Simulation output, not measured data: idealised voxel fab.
The document below concerns the process module designated voxel lift off.
Section cut is 295 nm wide and gridded with 5 nm square cells.
The cross-sections in this document take the form of a grid made of square cells. They are written out as bands, in order from top to bottom. Each band consists of one or more rows of cells.
The entry gives the band's vertical extent as a top height and a bottom height in nm, then its horizontal make-up as materials from left to right, each with a width in nm. "blank" stands for empty space; a single material marked "all across" fills the band edge to edge.
Basically, 0 is our baseline, since under it the wafer straight out of the box is all one material. The bottom band has no lower end and keeps on going down, so it looks like "z 0 and below".
Think of "30 to 40" as a width that walks from the first number to the second as you go down the band, top row to bottom row, taking equal-sized steps from row to row.
"remained unchanged", as given for a step, is the statement that not any cell of the cross-section underwent a change during that step.
If an empty space has no open way to the top and is at least 8 cells in size, "Cavities, closed" lists it, written width x height at distance, where distance is measured from the left edge and every value is in nm.
It should be noted that, on the line of a given step, the content following the step's settings is a remark produced by the simulator itself with respect to that step.
overlay nm, on a step with a mask: how far to the right of its planned place the mask lay; to the left if negative
The process steps that were planned are listed below
step 1: RECEIVE with material Si
step 2: CONFORMAL_DEP with material SiN, thk nm 10
step 3: PATTERN with tone open, mask id LINES, material resist, width nm 25, pitch nm 50, thk nm 30, overlay nm 0
step 4: DIRECTIONAL_DEP with material Ru, thk nm 15
step 5: STRIP with etch materials resist
step 6: CONFORMAL_DEP with material SiN, thk nm 5
as received, after step 1
    z 0 and below  Si all across
    Cavities, closed: none
Cross-sectional view of the first of the two wafers upon completion of the module, processed in accordance with the plan
    z 30 to 25  80 of blank, 35 of SiN, 15 of blank, 35 of SiN, 15 of blank, 35 of SiN, 80 of blank
    z 25 to 15  80 of blank, 5 of SiN, 25 of Ru, 5 of SiN, 15 of blank, 5 of SiN, 25 of Ru, 5 of SiN, 15 of blank, 5 of SiN, 25 of Ru, 5 of SiN, 80 of blank
    z 15 to 10  85 of SiN, 25 of Ru, 25 of SiN, 25 of Ru, 25 of SiN, 25 of Ru, 85 of SiN
    z 10 to 0  SiN all across
    z 0 and below  Si all across
    Cavities, closed: none
Module end: cross-section of wafer two of two. Same start and process plan as the first wafer. One mistake during execution
    z 30 to 25  85 of blank, 35 of SiN, 15 of blank, 35 of SiN, 15 of blank, 35 of SiN, 75 of blank
    z 25 to 15  85 of blank, 5 of SiN, 25 of Ru, 5 of SiN, 15 of blank, 5 of SiN, 25 of Ru, 5 of SiN, 15 of blank, 5 of SiN, 25 of Ru, 5 of SiN, 75 of blank
    z 15 to 10  90 of SiN, 25 of Ru, 25 of SiN, 25 of Ru, 25 of SiN, 25 of Ru, 80 of SiN
    z 10 to 0  SiN all across
    z 0 and below  Si all across
    Cavities, closed: none
What was done differently from what was planned? step 3 went in with a setting other than planned; the actual run was PATTERN with tone open, mask id LINES, material resist, width nm 25, pitch nm 50, thk nm 30, overlay nm 5
By the end, you'd get the same cell count for each material on either wafer, but the second wafer puts them somewhere else.
